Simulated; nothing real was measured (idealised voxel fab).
voxel lift off: a process module
Cross-sectional view cut (width: 185 nm; square cell size: 5 nm).
Just so we're on the same page, the cross-sections are grids of square cells, and they're listed out in bands top to bottom, each band one or more rows deep. Read a band's entry like this: the first values are the height of its top and the height of its bottom in nm, and what follows is the sequence of materials from left to right, each with its width in nm. Note that "blank" is empty space, and that a single material marked "full width" reaches across the band from edge to edge. Heights are expressed relative to 0, this being the level below which the as-received wafer comprises one material exclusively. The lowest band is unbounded in the downward direction and is denoted as in "0 nm and below". With a width like "30->40", each row of cells in the band differs from the next by the same amount, the top row carrying the first number and the bottom row the second. What does "same as before" mean for a step? It means no cell of the cross-section changed in that step. So "Trapped voids" is basically the list of trapped voids: any empty space of 8 cells or more that can't reach the top through an opening. They're written width x height at distance, the distance being from the left edge, and it's all nm. On a step's line, text after the settings is the simulator commenting on that step. You can add "overlay nm" to a step's line. For a step with a mask, it describes how far the mask lay to the right of its planned position, and a negative number describes a lay to the left.

-- Here's what the planned process steps look like
- 1: RECEIVE (material Si)
- 2: CONFORMAL_DEP (material SiO2; thk nm 15)
- 3: PATTERN (tone open; mask id LINES; material resist; width nm 25; pitch nm 55; thk nm 25; overlay nm 0)
- 4: DIRECTIONAL_DEP (material Ru; thk nm 10)
- 5: STRIP (etch materials resist)
- 6: CONFORMAL_DEP (material SiO2; thk nm 10)

-- Cross-sectional view of the wafer in its as-received condition, corresponding to the state after step 1
- 0 nm and below  Si full width
- Trapped voids: none

-- End-of-module cross-section. Starting structure and process plan as above; one mistake made in running it
- 50 nm to 40 nm  blank 40 nm, then SiO2 45 nm, then blank 10 nm, then SiO2 45 nm, then blank 45 nm
- 40 nm to 30 nm  SiO2 50 nm, then Ru 25 nm, then SiO2 30 nm, then Ru 25 nm, then SiO2 55 nm
- 30 nm to 0 nm  SiO2 full width
- 0 nm and below  Si full width
- Trapped voids: none
What broke from the plan during processing? step 2 of the plan was twice carried out
